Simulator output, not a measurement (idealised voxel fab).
The following is a process module called voxel released beams.
For reference, the cross-section in this document is cut, with width 280 nm and square cells of 5 nm.
How to read a cross-section here: the picture is a grid of square cells, written as bands going from the top down, and any band can span one or more rows of cells. What a band's entry tells you: where the top is and where the bottom is, as heights in nm, and after that what lies inside, material by material from left to right, each with its width in nm. Empty space is written as the word "blank", and a single material marked with the word "edge to edge" occupies the band from edge to edge. Height reference: 0 = level under which incoming wafer is all one material. Lowest band: no bottom, runs on downward, e.g. "0 -> down". A two-number width, for instance "30->40", indicates that the width is equal to the first number in the top row of the band and to the second number in the bottom row, and that it changes by a constant amount per row of cells. A step reported as "nothing changed" is a step in which no cell of the cross-section changed. Heads up: "Entrapped voids" only lists the empty pockets with no open path to the top that are 8 cells or more, and it writes them as width x height at distance, distance from the left edge, in nm. Where a step's line continues beyond its settings, the continuation is a remark by the simulator itself on that step. What "overlay nm" on a step's line means: if the step has a mask, that mask lay this far to the right of its planned place, or, when the value is negative, to the left.
[So here's the lineup of process steps we planned]
1: RECEIVE [material Si]
2: CONFORMAL_DEP [material Al2O3] [thk nm 10]
3: DIRECTIONAL_DEP [material SiO2] [thk nm 15]
4: DIRECTIONAL_DEP [material aC] [thk nm 15]
5: PATTERN [tone open] [mask id ANCHOR] [material resist] [width nm 40] [thk nm 30] [overlay nm 0]
6: DIRECTIONAL_ETCH [etch materials aC] [depth nm 15]
7: STRIP [etch materials resist]
8: DIRECTIONAL_ETCH [etch materials SiO2] [depth nm 15]
9: STRIP [etch materials aC]
10: CONFORMAL_DEP [material SiN] [thk nm 15]
11: DIRECTIONAL_DEP [material aC] [thk nm 15]
12: PATTERN [tone cover] [mask id BEAM] [material resist] [width nm 110] [thk nm 35] [overlay nm 0]
13: DIRECTIONAL_ETCH [etch materials aC] [depth nm 15]
14: STRIP [etch materials resist]
15: DIRECTIONAL_ETCH [etch materials SiN] [depth nm 15]
16: STRIP [etch materials aC]
17: STRIP [etch materials SiO2]
[Wafer, first of two, run as planned]
[Received-state cross-section, reflecting completion of step 1]
    0 -> down: Si edge to edge
    Entrapped voids: none
[After step 2, in cross-section]
    10 -> 0: Al2O3 edge to edge
    Lower than 0, everything is as it was.
[After step 3, in cross-section]
    25 -> 10: SiO2 edge to edge
    Lower than 10, everything is as it was.
[After step 4, in cross-section]
    40 -> 25: aC edge to edge
    Lower than 25, everything is as it was.
[After step 5, in cross-section]
    70 -> 40: resist=85, blank=40, resist=155
    Lower than 40, everything is as it was.
[After step 6, in cross-section]
    55 -> 40: resist=85, blank=40, resist=155
    40 -> 25: aC=85, blank=40, aC=155
    Lower than 25, everything is as it was.
[After step 7, in cross-section]
    40 -> 25: aC=85, blank=40, aC=155
    Lower than 25, everything is as it was.
[After step 8, in cross-section]
    40 -> 25: aC=85, blank=40, aC=155
    25 -> 10: SiO2=85, blank=40, SiO2=155
    Lower than 10, everything is as it was.
[After step 9, in cross-section]
    25 -> 10: SiO2=85, blank=40, SiO2=155
    Lower than 10, everything is as it was.
[After step 10, in cross-section]
    40 -> 25: SiN=100, blank=10, SiN=170
    25 -> 10: SiO2=85, SiN=40, SiO2=155
    Lower than 10, everything is as it was.
[After step 11, in cross-section]
    55 -> 40: aC=100, blank=10, aC=170
    40 -> 25: SiN=100, aC=10, SiN=170
    Lower than 25, everything is as it was.
[After step 12, in cross-section]
    90 -> 55: blank=80, resist=110, blank=90
    55 -> 40: aC=100, resist=10, aC=170
    Lower than 40, everything is as it was.
[After step 13, in cross-section]
    75 -> 55: blank=80, resist=110, blank=90
    55 -> 40: blank=80, aC=20, resist=10, aC=80, blank=90
    Lower than 40, everything is as it was.
[After step 14, in cross-section]
    55 -> 40: blank=80, aC=20, blank=10, aC=80, blank=90
    Lower than 40, everything is as it was.
[After step 15, in cross-section]
    55 -> 40: blank=80, aC=20, blank=10, aC=80, blank=90
    40 -> 25: blank=80, SiN=20, aC=10, SiN=80, blank=90
    Lower than 25, everything is as it was.
[After step 16, in cross-section]
    40 -> 25: blank=80, SiN=20, blank=10, SiN=80, blank=90
    Lower than 25, everything is as it was.
[After step 17, in cross-section]
    40 -> 25: blank=80, SiN=20, blank=10, SiN=80, blank=90
    25 -> 10: blank=85, SiN=40, blank=155
    Lower than 10, everything is as it was.
[Okay, second wafer. Nothing different at the start, nothing different in the plan, just one mistake somewhere in the running. As far as step 11, counting that step, it's the first wafer all over again]
[when step 12 should have ended]
    90 -> 55: blank=85, resist=105, blank=90
    55 -> 40: aC=100, resist=10, aC=170
    Lower than 40, everything is as it was.
[when step 13 should have ended]
    75 -> 55: blank=85, resist=105, blank=90
    55 -> 40: blank=85, aC=15, resist=10, aC=80, blank=90
    Lower than 40, everything is as it was.
[when step 14 should have ended]
    55 -> 40: blank=85, aC=15, blank=10, aC=80, blank=90
    Lower than 40, everything is as it was.
[when step 15 should have ended]
    55 -> 40: blank=85, aC=15, blank=10, aC=80, blank=90
    40 -> 25: blank=85, SiN=15, aC=10, SiN=80, blank=90
    Lower than 25, everything is as it was.
[when step 16 should have ended]
    40 -> 25: blank=85, SiN=15, blank=10, SiN=80, blank=90
    Lower than 25, everything is as it was.
[when step 17 should have ended]
    40 -> 25: blank=85, SiN=15, blank=10, SiN=80, blank=90
    25 -> 10: blank=85, SiN=40, blank=155
    Lower than 10, everything is as it was.
Nonconformance to the process plan: planned and actual differ for step 12; actual: PATTERN [tone cover] [mask id BEAM] [material resist] [width nm 105] [thk nm 35] [overlay nm 0]
Final tally in cells, some materials are higher or lower on the second wafer than on the first: 3 fewer of SiN
